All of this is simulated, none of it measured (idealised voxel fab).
This section sets out a process module, namely voxel capacitor over wiring.
The cross-section shown here is cut; it is 260 nm wide and divided into square cells measuring 5 nm on a side.
Throughout this document, each cross-section is represented as a grid of square cells and is presented as a sequence of bands enumerated from the top downward, where a band comprises one or more rows of cells.
Within each band entry, the heights of the top and of the bottom of the band appear first, in that order and in nm; the materials of the band then follow from left to right, each with its corresponding width in nm. The designation "everywhere" on a single material indicates that it fills the band from edge to edge; the designation "empty" indicates empty space.
It should be noted that heights are counted from 0, beneath which the wafer as supplied is of one material throughout, and that the lowest band possesses no lower boundary but continues downward, as written in "0 -> down".
Quick explanation for "30 to 40": the width changes in equal steps down the rows of cells, from the first number in the band's top row to the second number in its bottom row.
Given "no alteration" for a step, no cell of the cross-section differs between before and after that step.
Listed in "Non-vented voids": every empty space of 8 or more cells without an open way to the top. Form: width x height at distance, the distance being from the left edge, all in nm.
It should be noted that, on the line of a given step, the content following the step's settings is a remark produced by the simulator itself with respect to that step.
The "overlay nm" setting may appear on a step's line; for a step that uses a mask, it gives how far to the right of its planned position the mask lay, and a negative value indicates the left.
Pairs follow: section before one process step, section after it down to the lowest changed band, step with settings underneath. Pairs may come from different runs of this module on the same starting wafer; continuity with the pair above only as stated in the "Pre-step view" entry.
Pre-step view:
	0 -> down: Si everywhere
	Non-vented voids: none
after:
	10 -> 0: SiO2 everywhere
	Lower than 0, everything is as it was.
	Non-vented voids: none
The structure shown above changes from one cross-section to the other through CONFORMAL_DEP: material SiO2, thk nm 10
Pre-step view: the wafer arrives at this step looking as the after cross-section in the pair just above shows it.
after:
	15 -> 10: TiN everywhere
	Lower than 10, everything is as it was.
	Non-vented voids: none
The structure shown above changes from one cross-section to the other through DIRECTIONAL_DEP: material TiN, thk nm 5
Pre-step view: the wafer arrives at this step looking as the after cross-section in the pair just above shows it.
after:
	30 -> 15: W everywhere
	Lower than 15, everything is as it was.
	Non-vented voids: none
The structure shown above changes from one cross-section to the other through DIRECTIONAL_DEP: material W, thk nm 15
Pre-step view: the wafer arrives at this step looking as the after cross-section in the pair just above shows it.
after:
	30 -> 15: empty (65) / W (30) / empty (70) / W (30) / empty (65)
	Lower than 15, everything is as it was.
	Non-vented voids: none
The structure shown above changes from one cross-section to the other through MASKED_ETCH: tone cover, mask id METAL_1, width nm 30, pitch nm 100, etch materials W, depth nm 15, overlay nm 0
Pre-step view: the wafer arrives at this step looking as the after cross-section in the pair just above shows it.
after:
	30 -> 15: empty (65) / W (30) / empty (70) / W (30) / empty (65)
	15 -> 10: empty (65) / TiN (30) / empty (70) / TiN (30) / empty (65)
	Lower than 10, everything is as it was.
	Non-vented voids: none
The structure shown above changes from one cross-section to the other through MASKED_ETCH: tone cover, mask id METAL_1, width nm 30, pitch nm 100, etch materials TiN, depth nm 5, overlay nm 0
Pre-step view: the wafer arrives at this step looking as the after cross-section in the pair just above shows it.
after:
	35 -> 30: empty (60) / SiN (40) / empty (60) / SiN (40) / empty (60)
	30 -> 15: empty (60) / SiN (5) / W (30) / SiN (5) / empty (60) / SiN (5) / W (30) / SiN (5) / empty (60)
	15 -> 10: SiN (65) / TiN (30) / SiN (70) / TiN (30) / SiN (65)
	Lower than 10, everything is as it was.
	Non-vented voids: none
The structure shown above changes from one cross-section to the other through CONFORMAL_DEP: material SiN, thk nm 5
Pre-step view: the wafer arrives at this step looking as the after cross-section in the pair just above shows it.
after:
	45 -> 35: lowk everywhere
	35 -> 30: lowk (60) / SiN (40) / lowk (60) / SiN (40) / lowk (60)
	30 -> 15: lowk (60) / SiN (5) / W (30) / SiN (5) / lowk (60) / SiN (5) / W (30) / SiN (5) / lowk (60)
	Lower than 15, everything is as it was.
	Non-vented voids: none
The structure shown above changes from one cross-section to the other through FILL_DEP: material lowk, thk nm 10
Pre-step view: the wafer arrives at this step looking as the after cross-section in the pair just above shows it.
after:
	30 -> 15: lowk (60) / SiN (5) / W (30) / SiN (5) / lowk (60) / SiN (5) / W (30) / SiN (5) / lowk (60)
	Lower than 15, everything is as it was.
	Non-vented voids: none
The structure shown above changes from one cross-section to the other through CMP: height nm 30
Pre-step view: the wafer arrives at this step looking as the after cross-section in the pair just above shows it.
after:
	35 -> 30: SiCN everywhere
	Lower than 30, everything is as it was.
	Non-vented voids: none
The structure shown above changes from one cross-section to the other through CONFORMAL_DEP: material SiCN, thk nm 5
Pre-step view: the wafer arrives at this step looking as the after cross-section in the pair just above shows it.
after:
	50 -> 35: lowk everywhere
	Lower than 35, everything is as it was.
	Non-vented voids: none
The structure shown above changes from one cross-section to the other through DIRECTIONAL_DEP: material lowk, thk nm 15
Pre-step view: the wafer arrives at this step looking as the after cross-section in the pair just above shows it.
after:
	50 -> 35: lowk (80) / empty (15) / lowk (165)
	Lower than 35, everything is as it was.
	Non-vented voids: none
The structure shown above changes from one cross-section to the other through MASKED_ETCH: tone open, mask id PLUG_1, width nm 15, etch materials lowk, depth nm 15, overlay nm 0
Pre-step view: the wafer arrives at this step looking as the after cross-section in the pair just above shows it.
after:
	50 -> 35: lowk (80) / empty (15) / lowk (165)
	35 -> 30: SiCN (80) / empty (15) / SiCN (165)
	Lower than 30, everything is as it was.
	Non-vented voids: none
The structure shown above changes from one cross-section to the other through MASKED_ETCH: tone open, mask id PLUG_1, width nm 15, etch materials SiCN, depth nm 5, overlay nm 0
Pre-step view: the wafer arrives at this step looking as the after cross-section in the pair just above shows it.
after:
	50 -> 40: lowk (80) / empty (15) / lowk (165)
	40 -> 35: lowk (80) / Ru (15) / lowk (165)
	35 -> 30: SiCN (80) / Ru (15) / SiCN (165)
	Lower than 30, everything is as it was.
	Non-vented voids: none
The structure shown above changes from one cross-section to the other through EPI: material Ru, thk nm 10
Pre-step view: the wafer arrives at this step looking as the after cross-section in the pair just above shows it.
after:
	50 -> 35: lowk (80) / Ru (15) / lowk (165)
	Lower than 35, everything is as it was.
	Non-vented voids: none
The structure shown above changes from one cross-section to the other through EPI: material Ru, thk nm 10
Pre-step view: the wafer arrives at this step looking as the after cross-section in the pair just above shows it.
after:
	55 -> 50: TiN everywhere
	Lower than 50, everything is as it was.
	Non-vented voids: none
The structure shown above changes from one cross-section to the other through DIRECTIONAL_DEP: material TiN, thk nm 5
Pre-step view: the wafer arrives at this step looking as the after cross-section in the pair just above shows it.
after:
	60 -> 55: HfO2 everywhere
	Lower than 55, everything is as it was.
	Non-vented voids: none
The structure shown above changes from one cross-section to the other through DIRECTIONAL_DEP: material HfO2, thk nm 5
Pre-step view: the wafer arrives at this step looking as the after cross-section in the pair just above shows it.
after:
	70 -> 60: TiN everywhere
	Lower than 60, everything is as it was.
	Non-vented voids: none
The structure shown above changes from one cross-section to the other through DIRECTIONAL_DEP: material TiN, thk nm 10
Pre-step view: the wafer arrives at this step looking as the after cross-section in the pair just above shows it.
after:
	85 -> 70: aC everywhere
	Lower than 70, everything is as it was.
	Non-vented voids: none
The structure shown above changes from one cross-section to the other through DIRECTIONAL_DEP: material aC, thk nm 15
Pre-step view: the wafer arrives at this step looking as the after cross-section in the pair just above shows it.
after:
	120 -> 85: empty (80) / resist (75) / empty (105)
	Lower than 85, everything is as it was.
	Non-vented voids: none
The structure shown above changes from one cross-section to the other through PATTERN: tone cover, mask id UPPER_PLATE, material resist, width nm 75, thk nm 35, overlay nm 0
Pre-step view: the wafer arrives at this step looking as the after cross-section in the pair just above shows it.
after:
	105 -> 85: empty (80) / resist (75) / empty (105)
	85 -> 70: empty (80) / aC (75) / empty (105)
	Lower than 70, everything is as it was.
	Non-vented voids: none
The structure shown above changes from one cross-section to the other through DIRECTIONAL_ETCH: etch materials aC, depth nm 15
Pre-step view: the wafer arrives at this step looking as the after cross-section in the pair just above shows it.
after:
	85 -> 70: empty (80) / aC (75) / empty (105)
	Lower than 70, everything is as it was.
	Non-vented voids: none
The structure shown above changes from one cross-section to the other through STRIP: etch materials resist
Pre-step view: the wafer arrives at this step looking as the after cross-section in the pair just above shows it.
after:
	85 -> 70: empty (80) / aC (75) / empty (105)
	70 -> 60: empty (80) / TiN (75) / empty (105)
	Lower than 60, everything is as it was.
	Non-vented voids: none
The structure shown above changes from one cross-section to the other through DIRECTIONAL_ETCH: etch materials TiN, depth nm 10
Pre-step view: the wafer arrives at this step looking as the after cross-section in the pair just above shows it.
after:
	85 -> 70: empty (80) / aC (75) / empty (105)
	70 -> 60: empty (80) / TiN (75) / empty (105)
	60 -> 55: empty (80) / HfO2 (75) / empty (105)
	Lower than 55, everything is as it was.
	Non-vented voids: none
The structure shown above changes from one cross-section to the other through DIRECTIONAL_ETCH: etch materials HfO2, depth nm 5
Pre-step view: the wafer arrives at this step looking as the after cross-section in the pair just above shows it.
after:
	70 -> 60: empty (80) / TiN (75) / empty (105)
	Lower than 60, everything is as it was.
	Non-vented voids: none
The structure shown above changes from one cross-section to the other through STRIP: etch materials aC
Pre-step view: the wafer arrives at this step looking as the after cross-section in the pair just above shows it.
after:
	85 -> 70: empty (80) / aC (75) / empty (105)
	70 -> 60: aC (80) / TiN (75) / aC (105)
	60 -> 55: aC (80) / HfO2 (75) / aC (105)
	Lower than 55, everything is as it was.
	Non-vented voids: none
The structure shown above changes from one cross-section to the other through DIRECTIONAL_DEP: material aC, thk nm 15
Pre-step view: the wafer arrives at this step looking as the after cross-section in the pair just above shows it.
after:
	115 -> 85: empty (75) / resist (85) / empty (100)
	85 -> 70: empty (75) / resist (5) / aC (75) / resist (5) / empty (100)
	Lower than 70, everything is as it was.
	Non-vented voids: none
The structure shown above changes from one cross-section to the other through PATTERN: tone cover, mask id LOWER_PLATE, material resist, width nm 85, thk nm 30, overlay nm 0
Pre-step view: the wafer arrives at this step looking as the after cross-section in the pair just above shows it.
after:
	100 -> 85: empty (75) / resist (85) / empty (100)
	85 -> 70: empty (75) / resist (5) / aC (75) / resist (5) / empty (100)
	70 -> 60: empty (75) / aC (5) / TiN (75) / aC (5) / empty (100)
	60 -> 55: empty (75) / aC (5) / HfO2 (75) / aC (5) / empty (100)
	Lower than 55, everything is as it was.
	Non-vented voids: none
The structure shown above changes from one cross-section to the other through DIRECTIONAL_ETCH: etch materials aC, depth nm 15
Pre-step view: the wafer arrives at this step looking as the after cross-section in the pair just above shows it.
after:
	85 -> 70: empty (80) / aC (75) / empty (105)
	Lower than 70, everything is as it was.
	Non-vented voids: none
The structure shown above changes from one cross-section to the other through STRIP: etch materials resist
Pre-step view: the wafer arrives at this step looking as the after cross-section in the pair just above shows it.
after:
	85 -> 70: empty (80) / aC (75) / empty (105)
	70 -> 60: empty (75) / aC (5) / TiN (75) / aC (5) / empty (100)
	60 -> 55: empty (75) / aC (5) / HfO2 (75) / aC (5) / empty (100)
	55 -> 50: empty (75) / TiN (85) / empty (100)
	Lower than 50, everything is as it was.
	Non-vented voids: none
The structure shown above changes from one cross-section to the other through DIRECTIONAL_ETCH: etch materials TiN, depth nm 5
Pre-step view: the wafer arrives at this step looking as the after cross-section in the pair just above shows it.
after:
	70 -> 60: empty (80) / TiN (75) / empty (105)
	60 -> 55: empty (80) / HfO2 (75) / empty (105)
	Lower than 55, everything is as it was.
	Non-vented voids: none
The structure shown above changes from one cross-section to the other through STRIP: etch materials aC
Pre-step view: the wafer arrives at this step looking as the after cross-section in the pair just above shows it.
after:
	85 -> 70: SiO2 everywhere
	70 -> 60: SiO2 (80) / TiN (75) / SiO2 (105)
	60 -> 55: SiO2 (80) / HfO2 (75) / SiO2 (105)
	55 -> 50: SiO2 (75) / TiN (85) / SiO2 (100)
	Lower than 50, everything is as it was.
	Non-vented voids: none
The structure shown above changes from one cross-section to the other through FILL_DEP: material SiO2, thk nm 15
Pre-step view: the wafer arrives at this step looking as the after cross-section in the pair just above shows it.
after:
	80 -> 70: SiO2 everywhere
	Lower than 70, everything is as it was.
	Non-vented voids: none
The structure shown above changes from one cross-section to the other through CMP: height nm 80
Pre-step view: the wafer arrives at this step looking as the after cross-section in the pair just above shows it.
after:
	90 -> 80: aC everywhere
	Lower than 80, everything is as it was.
	Non-vented voids: none
The structure shown above changes from one cross-section to the other through DIRECTIONAL_DEP: material aC, thk nm 10
Pre-step view: the wafer arrives at this step looking as the after cross-section in the pair just above shows it.
after:
	115 -> 90: resist (90) / empty (15) / resist (155)
	Lower than 90, everything is as it was.
	Non-vented voids: none
The structure shown above changes from one cross-section to the other through PATTERN: tone open, mask id PLUG_2, material resist, width nm 15, thk nm 25, overlay nm 0
Pre-step view: the wafer arrives at this step looking as the after cross-section in the pair just above shows it.
after:
	105 -> 90: resist (90) / empty (15) / resist (155)
	90 -> 80: aC (90) / empty (15) / aC (155)
	Lower than 80, everything is as it was.
	Non-vented voids: none
The structure shown above changes from one cross-section to the other through DIRECTIONAL_ETCH: etch materials aC, depth nm 10
Pre-step view: the wafer arrives at this step looking as the after cross-section in the pair just above shows it.
after:
	90 -> 80: aC (90) / empty (15) / aC (155)
	Lower than 80, everything is as it was.
	Non-vented voids: none
The structure shown above changes from one cross-section to the other through STRIP: etch materials resist
Pre-step view: the wafer arrives at this step looking as the after cross-section in the pair just above shows it.
after:
	90 -> 80: aC (90) / empty (15) / aC (155)
	80 -> 70: SiO2 (90) / empty (15) / SiO2 (155)
	Lower than 70, everything is as it was.
	Non-vented voids: none
The structure shown above changes from one cross-section to the other through DIRECTIONAL_ETCH: etch materials SiO2, depth nm 10
Pre-step view: the wafer arrives at this step looking as the after cross-section in the pair just above shows it.
after:
	80 -> 70: SiO2 (90) / empty (15) / SiO2 (155)
	Lower than 70, everything is as it was.
	Non-vented voids: none
The structure shown above changes from one cross-section to the other through STRIP: etch materials aC
Pre-step view: the wafer arrives at this step looking as the after cross-section in the pair just above shows it.
after:
	85 -> 80: TiN (95) / empty (5) / TiN (160)
	80 -> 75: SiO2 (90) / TiN (5) / empty (5) / TiN (5) / SiO2 (155)
	75 -> 70: SiO2 (90) / TiN (15) / SiO2 (155)
	Lower than 70, everything is as it was.
	Non-vented voids: none
The structure shown above changes from one cross-section to the other through CONFORMAL_DEP: material TiN, thk nm 5
Pre-step view: the wafer arrives at this step looking as the after cross-section in the pair just above shows it.
after:
	90 -> 85: Cu everywhere
	85 -> 80: TiN (95) / Cu (5) / TiN (160)
	80 -> 75: SiO2 (90) / TiN (5) / Cu (5) / TiN (5) / SiO2 (155)
	Lower than 75, everything is as it was.
	Non-vented voids: none
The structure shown above changes from one cross-section to the other through FILL_DEP: material Cu, thk nm 5
Pre-step view: the wafer arrives at this step looking as the after cross-section in the pair just above shows it.
after:
	80 -> 75: SiO2 (90) / TiN (5) / Cu (5) / TiN (5) / SiO2 (155)
	Lower than 75, everything is as it was.
	Non-vented voids: none
The structure shown above changes from one cross-section to the other through CMP: height nm 80
Pre-step view: the wafer arrives at this step looking as the after cross-section in the pair just above shows it.
after:
	85 -> 80: SiN everywhere
	Lower than 80, everything is as it was.
	Non-vented voids: none
The structure shown above changes from one cross-section to the other through CONFORMAL_DEP: material SiN, thk nm 5
Pre-step view:
	45 -> 35: lowk everywhere
	35 -> 30: lowk (60) / SiN (40) / lowk (60) / SiN (40) / lowk (60)
	30 -> 15: lowk (60) / SiN (5) / W (30) / SiN (5) / lowk (60) / SiN (5) / W (30) / SiN (5) / lowk (60)
	15 -> 10: SiN (65) / TiN (30) / SiN (70) / TiN (30) / SiN (65)
	10 -> 0: SiO2 everywhere
	0 -> down: Si everywhere
	Non-vented voids: none
after:
	50 -> 45: SiCN everywhere
	Lower than 45, everything is as it was.
	Non-vented voids: none
The structure shown above changes from one cross-section to the other through CONFORMAL_DEP: material SiCN, thk nm 5
Pre-step view: the wafer arrives at this step looking as the after cross-section in the pair just above shows it.
after:
	65 -> 50: lowk everywhere
	Lower than 50, everything is as it was.
	Non-vented voids: none
The structure shown above changes from one cross-section to the other through DIRECTIONAL_DEP: material lowk, thk nm 15
Pre-step view: the wafer arrives at this step looking as the after cross-section in the pair just above shows it.
after:
	65 -> 50: lowk (80) / empty (15) / lowk (165)
	Lower than 50, everything is as it was.
	Non-vented voids: none
The structure shown above changes from one cross-section to the other through MASKED_ETCH: tone open, mask id PLUG_1, width nm 15, etch materials lowk, depth nm 15, overlay nm 0
Pre-step view: the wafer arrives at this step looking as the after cross-section in the pair just above shows it.
after:
	65 -> 50: lowk (80) / empty (15) / lowk (165)
	50 -> 45: SiCN (80) / empty (15) / SiCN (165)
	Lower than 45, everything is as it was.
	Non-vented voids: none
The structure shown above changes from one cross-section to the other through MASKED_ETCH: tone open, mask id PLUG_1, width nm 15, etch materials SiCN, depth nm 5, overlay nm 0
Pre-step view: the wafer arrives at this step looking as the after cross-section in the pair just above shows it.
after:
	70 -> 65: TiN (80) / empty (15) / TiN (165)
	65 -> 50: lowk (80) / empty (15) / lowk (165)
	50 -> 45: SiCN (80) / TiN (15) / SiCN (165)
	Lower than 45, everything is as it was.
	Non-vented voids: none
The structure shown above changes from one cross-section to the other through DIRECTIONAL_DEP: material TiN, thk nm 5
Pre-step view: the wafer arrives at this step looking as the after cross-section in the pair just above shows it.
after:
	75 -> 70: HfO2 (80) / empty (15) / HfO2 (165)
	70 -> 65: TiN (80) / empty (15) / TiN (165)
	65 -> 55: lowk (80) / empty (15) / lowk (165)
	55 -> 50: lowk (80) / HfO2 (15) / lowk (165)
	Lower than 50, everything is as it was.
	Non-vented voids: none
The structure shown above changes from one cross-section to the other through DIRECTIONAL_DEP: material HfO2, thk nm 5
Pre-step view: the wafer arrives at this step looking as the after cross-section in the pair just above shows it.
after:
	85 -> 75: TiN (80) / empty (15) / TiN (165)
	75 -> 70: HfO2 (80) / empty (15) / HfO2 (165)
	70 -> 65: TiN (80) / empty (15) / TiN (165)
	65 -> 55: lowk (80) / TiN (15) / lowk (165)
	Lower than 55, everything is as it was.
	Non-vented voids: none
The structure shown above changes from one cross-section to the other through DIRECTIONAL_DEP: material TiN, thk nm 10
Pre-step view: the wafer arrives at this step looking as the after cross-section in the pair just above shows it.
after:
	100 -> 85: aC (80) / empty (15) / aC (165)
	85 -> 80: TiN (80) / empty (15) / TiN (165)
	80 -> 75: TiN (80) / aC (15) / TiN (165)
	75 -> 70: HfO2 (80) / aC (15) / HfO2 (165)
	70 -> 65: TiN (80) / aC (15) / TiN (165)
	Lower than 65, everything is as it was.
	Non-vented voids: none
The structure shown above changes from one cross-section to the other through DIRECTIONAL_DEP: material aC, thk nm 15
Pre-step view: the wafer arrives at this step looking as the after cross-section in the pair just above shows it.
after:
	135 -> 100: empty (80) / resist (75) / empty (105)
	100 -> 85: aC (80) / resist (15) / aC (165)
	85 -> 80: TiN (80) / resist (15) / TiN (165)
	Lower than 80, everything is as it was.
	Non-vented voids: none
The structure shown above changes from one cross-section to the other through PATTERN: tone cover, mask id UPPER_PLATE, material resist, width nm 75, thk nm 35, overlay nm 0
Pre-step view: the wafer arrives at this step looking as the after cross-section in the pair just above shows it.
after:
	120 -> 100: empty (80) / resist (75) / empty (105)
	100 -> 85: empty (80) / resist (15) / aC (60) / empty (105)
	Lower than 85, everything is as it was.
	Non-vented voids: none
The structure shown above changes from one cross-section to the other through DIRECTIONAL_ETCH: etch materials aC, depth nm 15
Pre-step view: the wafer arrives at this step looking as the after cross-section in the pair just above shows it.
after:
	100 -> 85: empty (95) / aC (60) / empty (105)
	85 -> 80: TiN (80) / empty (15) / TiN (165)
	Lower than 80, everything is as it was.
	Non-vented voids: none
The structure shown above changes from one cross-section to the other through STRIP: etch materials resist
Pre-step view: the wafer arrives at this step looking as the after cross-section in the pair just above shows it.
after:
	100 -> 85: empty (95) / aC (60) / empty (105)
	85 -> 80: empty (95) / TiN (60) / empty (105)
	80 -> 75: empty (80) / aC (15) / TiN (60) / empty (105)
	Lower than 75, everything is as it was.
	Non-vented voids: none
The structure shown above changes from one cross-section to the other through DIRECTIONAL_ETCH: etch materials TiN, depth nm 10
Pre-step view: the wafer arrives at this step looking as the after cross-section in the pair just above shows it.
after:
	100 -> 85: empty (95) / aC (60) / empty (105)
	85 -> 80: empty (95) / TiN (60) / empty (105)
	80 -> 75: empty (80) / aC (15) / TiN (60) / empty (105)
	75 -> 70: empty (80) / aC (15) / HfO2 (60) / empty (105)
	Lower than 70, everything is as it was.
	Non-vented voids: none
The structure shown above changes from one cross-section to the other through DIRECTIONAL_ETCH: etch materials HfO2, depth nm 5
Pre-step view: the wafer arrives at this step looking as the after cross-section in the pair just above shows it.
after:
	85 -> 75: empty (95) / TiN (60) / empty (105)
	75 -> 70: empty (95) / HfO2 (60) / empty (105)
	70 -> 65: TiN (80) / empty (15) / TiN (165)
	Lower than 65, everything is as it was.
	Non-vented voids: none
The structure shown above changes from one cross-section to the other through STRIP: etch materials aC
Pre-step view: the wafer arrives at this step looking as the after cross-section in the pair just above shows it.
after:
	100 -> 85: empty (95) / aC (60) / empty (105)
	85 -> 80: aC (80) / empty (15) / TiN (60) / aC (105)
	80 -> 75: aC (95) / TiN (60) / aC (105)
	75 -> 70: aC (95) / HfO2 (60) / aC (105)
	70 -> 65: TiN (80) / aC (15) / TiN (165)
	Lower than 65, everything is as it was.
	Non-vented voids: none
The structure shown above changes from one cross-section to the other through DIRECTIONAL_DEP: material aC, thk nm 15
Pre-step view: the wafer arrives at this step looking as the after cross-section in the pair just above shows it.
after:
	130 -> 100: empty (75) / resist (85) / empty (100)
	100 -> 85: empty (75) / resist (20) / aC (60) / resist (5) / empty (100)
	85 -> 80: aC (80) / resist (15) / TiN (60) / aC (105)
	Lower than 80, everything is as it was.
	Non-vented voids: none
The structure shown above changes from one cross-section to the other through PATTERN: tone cover, mask id LOWER_PLATE, material resist, width nm 85, thk nm 30, overlay nm 0
Pre-step view: the wafer arrives at this step looking as the after cross-section in the pair just above shows it.
after:
	115 -> 100: empty (75) / resist (85) / empty (100)
	100 -> 85: empty (75) / resist (20) / aC (60) / resist (5) / empty (100)
	85 -> 80: empty (75) / aC (5) / resist (15) / TiN (60) / aC (5) / empty (100)
	80 -> 75: empty (75) / aC (20) / TiN (60) / aC (5) / empty (100)
	75 -> 70: empty (75) / aC (20) / HfO2 (60) / aC (5) / empty (100)
	Lower than 70, everything is as it was.
	Non-vented voids: none
The structure shown above changes from one cross-section to the other through DIRECTIONAL_ETCH: etch materials aC, depth nm 15
Pre-step view: the wafer arrives at this step looking as the after cross-section in the pair just above shows it.
after:
	100 -> 85: empty (95) / aC (60) / empty (105)
	85 -> 80: empty (75) / aC (5) / empty (15) / TiN (60) / aC (5) / empty (100)
	Lower than 80, everything is as it was.
	Non-vented voids: none
The structure shown above changes from one cross-section to the other through STRIP: etch materials resist
Pre-step view: the wafer arrives at this step looking as the after cross-section in the pair just above shows it.
after:
	100 -> 85: empty (95) / aC (60) / empty (105)
	85 -> 80: empty (75) / aC (5) / empty (15) / TiN (60) / aC (5) / empty (100)
	80 -> 75: empty (75) / aC (20) / TiN (60) / aC (5) / empty (100)
	75 -> 70: empty (75) / aC (20) / HfO2 (60) / aC (5) / empty (100)
	70 -> 65: empty (75) / TiN (5) / aC (15) / TiN (65) / empty (100)
	Lower than 65, everything is as it was.
	Non-vented voids: none
The structure shown above changes from one cross-section to the other through DIRECTIONAL_ETCH: etch materials TiN, depth nm 5
Pre-step view: the wafer arrives at this step looking as the after cross-section in the pair just above shows it.
after:
	85 -> 75: empty (95) / TiN (60) / empty (105)
	75 -> 70: empty (95) / HfO2 (60) / empty (105)
	70 -> 65: empty (75) / TiN (5) / empty (15) / TiN (65) / empty (100)
	Lower than 65, everything is as it was.
	Non-vented voids: none
The structure shown above changes from one cross-section to the other through STRIP: etch materials aC
Pre-step view: the wafer arrives at this step looking as the after cross-section in the pair just above shows it.
after:
	100 -> 85: SiO2 everywhere
	85 -> 75: SiO2 (95) / TiN (60) / SiO2 (105)
	75 -> 70: SiO2 (95) / HfO2 (60) / SiO2 (105)
	70 -> 65: SiO2 (75) / TiN (5) / SiO2 (15) / TiN (65) / SiO2 (100)
	Lower than 65, everything is as it was.
	Non-vented voids: none
The structure shown above changes from one cross-section to the other through FILL_DEP: material SiO2, thk nm 15
Pre-step view: the wafer arrives at this step looking as the after cross-section in the pair just above shows it.
after:
	80 -> 75: SiO2 (95) / TiN (60) / SiO2 (105)
	Lower than 75, everything is as it was.
	Non-vented voids: none
The structure shown above changes from one cross-section to the other through CMP: height nm 80
Pre-step view: the wafer arrives at this step looking as the after cross-section in the pair just above shows it.
after:
	90 -> 80: aC everywhere
	Lower than 80, everything is as it was.
	Non-vented voids: none
The structure shown above changes from one cross-section to the other through DIRECTIONAL_DEP: material aC, thk nm 10
Pre-step view: the wafer arrives at this step looking as the after cross-section in the pair just above shows it.
after:
	115 -> 90: resist (90) / empty (15) / resist (155)
	Lower than 90, everything is as it was.
	Non-vented voids: none
The structure shown above changes from one cross-section to the other through PATTERN: tone open, mask id PLUG_2, material resist, width nm 15, thk nm 25, overlay nm 0
Pre-step view: the wafer arrives at this step looking as the after cross-section in the pair just above shows it.
after:
	105 -> 90: resist (90) / empty (15) / resist (155)
	90 -> 80: aC (90) / empty (15) / aC (155)
	Lower than 80, everything is as it was.
	Non-vented voids: none
The structure shown above changes from one cross-section to the other through DIRECTIONAL_ETCH: etch materials aC, depth nm 10
Pre-step view: the wafer arrives at this step looking as the after cross-section in the pair just above shows it.
after:
	90 -> 80: aC (90) / empty (15) / aC (155)
	Lower than 80, everything is as it was.
	Non-vented voids: none
The structure shown above changes from one cross-section to the other through STRIP: etch materials resist
Pre-step view: the wafer arrives at this step looking as the after cross-section in the pair just above shows it.
after:
	90 -> 80: aC (90) / empty (15) / aC (155)
	80 -> 75: SiO2 (90) / empty (5) / TiN (60) / SiO2 (105)
	75 -> 70: SiO2 (90) / empty (5) / HfO2 (60) / SiO2 (105)
	Lower than 70, everything is as it was.
	Non-vented voids: none
The structure shown above changes from one cross-section to the other through DIRECTIONAL_ETCH: etch materials SiO2, depth nm 10
Pre-step view: the wafer arrives at this step looking as the after cross-section in the pair just above shows it.
after:
	80 -> 75: SiO2 (90) / empty (5) / TiN (60) / SiO2 (105)
	Lower than 75, everything is as it was.
	Non-vented voids: none
The structure shown above changes from one cross-section to the other through STRIP: etch materials aC
Pre-step view: the wafer arrives at this step looking as the after cross-section in the pair just above shows it.
after:
	85 -> 80: TiN everywhere
	80 -> 75: SiO2 (90) / TiN (65) / SiO2 (105)
	75 -> 70: SiO2 (90) / TiN (5) / HfO2 (60) / SiO2 (105)
	Lower than 70, everything is as it was.
	Non-vented voids: none
The structure shown above changes from one cross-section to the other through CONFORMAL_DEP: material TiN, thk nm 5
Pre-step view: the wafer arrives at this step looking as the after cross-section in the pair just above shows it.
after:
	90 -> 85: Cu everywhere
	Lower than 85, everything is as it was.
	Non-vented voids: none
The structure shown above changes from one cross-section to the other through FILL_DEP: material Cu, thk nm 5
Pre-step view: the wafer arrives at this step looking as the after cross-section in the pair just above shows it.
after:
	80 -> 75: SiO2 (90) / TiN (65) / SiO2 (105)
	Lower than 75, everything is as it was.
	Non-vented voids: none
The structure shown above changes from one cross-section to the other through CMP: height nm 80
Pre-step view: the wafer arrives at this step looking as the after cross-section in the pair just above shows it.
after:
	85 -> 80: SiN everywhere
	Lower than 80, everything is as it was.
	Non-vented voids: none
The structure shown above changes from one cross-section to the other through CONFORMAL_DEP: material SiN, thk nm 5
Pre-step view:
	50 -> 35: lowk (80) / Ru (15) / lowk (165)
	35 -> 30: SiCN (80) / Ru (15) / SiCN (165)
	30 -> 15: lowk (60) / SiN (5) / W (30) / SiN (5) / lowk (60) / SiN (5) / W (30) / SiN (5) / lowk (60)
	15 -> 10: SiN (65) / TiN (30) / SiN (70) / TiN (30) / SiN (65)
	10 -> 0: SiO2 everywhere
	0 -> down: Si everywhere
	Non-vented voids: none
after:
	60 -> 50: empty (70) / Ru (35) / empty (155)
	Lower than 50, everything is as it was.
	Non-vented voids: none
The structure shown above changes from one cross-section to the other through EPI: material Ru, thk nm 10
Pre-step view: the wafer arrives at this step looking as the after cross-section in the pair just above shows it.
after:
	65 -> 60: empty (70) / TiN (35) / empty (155)
	60 -> 55: empty (70) / Ru (35) / empty (155)
	55 -> 50: TiN (70) / Ru (35) / TiN (155)
	Lower than 50, everything is as it was.
	Non-vented voids: none
The structure shown above changes from one cross-section to the other through DIRECTIONAL_DEP: material TiN, thk nm 5
Pre-step view: the wafer arrives at this step looking as the after cross-section in the pair just above shows it.
after:
	70 -> 65: empty (70) / HfO2 (35) / empty (155)
	65 -> 60: empty (70) / TiN (35) / empty (155)
	60 -> 55: HfO2 (70) / Ru (35) / HfO2 (155)
	Lower than 55, everything is as it was.
	Non-vented voids: none
The structure shown above changes from one cross-section to the other through DIRECTIONAL_DEP: material HfO2, thk nm 5
Pre-step view: the wafer arrives at this step looking as the after cross-section in the pair just above shows it.
after:
	80 -> 70: empty (70) / TiN (35) / empty (155)
	70 -> 65: TiN (70) / HfO2 (35) / TiN (155)
	65 -> 60: TiN everywhere
	Lower than 60, everything is as it was.
	Non-vented voids: none
The structure shown above changes from one cross-section to the other through DIRECTIONAL_DEP: material TiN, thk nm 10
Pre-step view: the wafer arrives at this step looking as the after cross-section in the pair just above shows it.
after:
	95 -> 85: empty (70) / aC (35) / empty (155)
	85 -> 80: aC everywhere
	80 -> 70: aC (70) / TiN (35) / aC (155)
	Lower than 70, everything is as it was.
	Non-vented voids: none
The structure shown above changes from one cross-section to the other through DIRECTIONAL_DEP: material aC, thk nm 15
Pre-step view: the wafer arrives at this step looking as the after cross-section in the pair just above shows it.
after:
	130 -> 95: empty (80) / resist (75) / empty (105)
	95 -> 85: empty (70) / aC (35) / resist (50) / empty (105)
	Lower than 85, everything is as it was.
	Non-vented voids: none
The structure shown above changes from one cross-section to the other through PATTERN: tone cover, mask id UPPER_PLATE, material resist, width nm 75, thk nm 35, overlay nm 0
Pre-step view: the wafer arrives at this step looking as the after cross-section in the pair just above shows it.
after:
	115 -> 95: empty (80) / resist (75) / empty (105)
	95 -> 85: empty (80) / aC (25) / resist (50) / empty (105)
	85 -> 80: empty (80) / aC (75) / empty (105)
	80 -> 70: empty (70) / TiN (35) / aC (50) / empty (105)
	Lower than 70, everything is as it was.
	Non-vented voids: none
The structure shown above changes from one cross-section to the other through DIRECTIONAL_ETCH: etch materials aC, depth nm 15
